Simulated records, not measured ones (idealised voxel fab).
process module | voxel spacer lines
cross-section cut | 220 nm wide | cells 5 nm
A cross-section is a grid of square cells, given in bands from the top down. A band is one or more rows of cells.
Each band's line starts with the height of the band's top and of its bottom, in nm. Then come its materials from left to right, each with its width in nm. One material with "throughout" fills the band from edge to edge. "air" is empty space.
Height 0 is the level under which the wafer as received is all one material. The lowest band goes on downwards, as in "0 down".
A width such as "30 to 40" changes by the same amount from each row of cells to the next, from the band's top row to its bottom row.
"no change" after a step means that no cell of the cross-section changed.
closed voids: empty space of 8 cells or more with no open way to the top, each as width x height at its distance from the left edge, in nm
after a step's settings: what the simulator itself notes on the step
overlay nm, on a step with a mask: how far to the right of its planned place the mask lay; to the left if negative
plan
1 op RECEIVE | material Si
2 op CONFORMAL_DEP | material Al2O3 | thk nm 5
3 op DIRECTIONAL_DEP | material W | thk nm 10
4 op DIRECTIONAL_DEP | material aC | thk nm 20
5 op PATTERN | tone cover | mask id MANDREL | material resist | width nm 15 | pitch nm 60 | thk nm 30 | overlay nm 0
6 op DIRECTIONAL_ETCH | etch materials aC | depth nm 20
7 op STRIP | etch materials resist
8 op CONFORMAL_DEP | material SiO2 | thk nm 15
9 op DIRECTIONAL_ETCH | etch materials SiO2 | depth nm 15
10 op STRIP | etch materials aC
11 op DIRECTIONAL_ETCH | etch materials W | depth nm 10
12 op STRIP | etch materials SiO2
13 op FILL_DEP | material SiO2 | thk nm 10
14 op CMP | height nm 15
as received, after step 1
  0 down: Si throughout
  closed voids: none
first wafer at the end, as planned
  15 to 5: SiO2 55 | W 15 | SiO2 15 | W 15 | SiO2 15 | W 15 | SiO2 15 | W 15 | SiO2 60
  5 to 0: Al2O3 throughout
  0 down: Si throughout
  closed voids: none
second wafer at the end: like start, like plan, one mistake
  15 to 10: Al2O3 throughout
  10 to 0: W throughout
  0 down: Si throughout
  closed voids: none
what went wrong: steps 2 and 3 were swapped
at the end the second wafer has, in cells: 64 fewer of SiO2 | 64 more of W
